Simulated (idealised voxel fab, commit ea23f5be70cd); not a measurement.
Documented hereafter: the process module known as voxel self aligned vias.
Square cell edge 5 nm, section width 210 nm, ID cut.
Just so we're on the same page, the cross-sections are grids of square cells, and they're listed out in bands top to bottom, each band one or more rows deep.
First you get the band's top height and its bottom height, in nm, and then the materials it's made of, left to right, with each width in nm. If you see a single material with "full width", that one covers the band edge to edge. "empty" is empty space.
All heights in this document are referenced to 0, defined as the level beneath which the wafer, as received, consists entirely of one material. The lowest band is not bounded below; it extends indefinitely downward and is written in the form "0 nm and below".
A width such as "30..40" changes by the same amount from each row of cells to the next, from the band's top row to its bottom row.
For the purposes of this document, the phrase "no alteration" attached to a step denotes that no cell within the cross-section was modified by that step.
What "Closed void table" gives you is every empty space of 8 cells or more that is cut off from the top. Each appears as width x height at distance, with the distance taken from the left edge and width, height and distance all in nm.
The remark found on a step's line after its settings is issued by the simulator itself and pertains to that step.
"overlay nm", when on a step's line for a step with a mask, measures how far to the right of its planned place the mask lay; a negative measure means to the left.

**Process steps foreseen in the plan**
| 1 | op RECEIVE | material Si |
| 2 | op CONFORMAL_DEP | material SiO2 | thk nm 10 |
| 3 | op CONFORMAL_DEP | material SiCN | thk nm 5 |
| 4 | op DIRECTIONAL_DEP | material SiO2 | thk nm 25 |
| 5 | op DIRECTIONAL_DEP | material aC | thk nm 15 |
| 6 | op PATTERN | tone open | mask id LINES | material resist | width nm 20 | pitch nm 65 | thk nm 30 | overlay nm 0 |
| 7 | op DIRECTIONAL_ETCH | etch materials aC | depth nm 15 |
| 8 | op STRIP | etch materials resist |
| 9 | op DIRECTIONAL_ETCH | etch materials SiO2 | depth nm 25 |
| 10 | op STRIP | etch materials aC |
| 11 | op CONFORMAL_DEP | material TiN | thk nm 5 |
| 12 | op FILL_DEP | material Ru | thk nm 10 |
| 13 | op CMP | height nm 40 |
| 14 | op SELECTIVE_ETCH | etch materials W Ru TiN | depth nm 10 |
| 15 | op FILL_DEP | material SiN | thk nm 5 |
| 16 | op CMP | height nm 40 |
| 17 | op DIRECTIONAL_DEP | material SiO2 | thk nm 20 |
| 18 | op MASKED_ETCH | tone open | mask id VIAS | width nm 40 | pitch nm 130 | etch materials SiO2 | depth nm 20 | overlay nm -5 |
| 19 | op MASKED_ETCH | tone open | mask id VIAS | width nm 40 | pitch nm 130 | etch materials SiN | depth nm 10 | overlay nm 0 |
| 20 | op CONFORMAL_DEP | material TiN | thk nm 5 |
| 21 | op FILL_DEP | material Cu | thk nm 10 |
| 22 | op CMP | height nm 60 |
| 23 | op CONFORMAL_DEP | material SiCN | thk nm 5 |
Across this set of wafers, the varied parameter is the overlay nm of step 18. Starting conditions are identical for every wafer, and the plan reports the value assigned to the first wafer.

**first wafer as received, after step 1**
0 nm and below: Si full width
Closed void table: none

**Here is how to read the rows: every wafer has a row, and it shows the wafer at the end of the module, giving for each material how many cells were gained (+) or lost (-) since the wafer was received, then listing its closed voids**
overlay nm -5; +44 Cu; +12 Ru; +84 SiCN; +8 SiN; +338 SiO2; +60 TiN; Closed void table: none
overlay nm 0; +44 Cu; +12 Ru; +84 SiCN; +8 SiN; +338 SiO2; +60 TiN; Closed void table: none
overlay nm 5; +44 Cu; +12 Ru; +84 SiCN; +8 SiN; +338 SiO2; +60 TiN; Closed void table: none
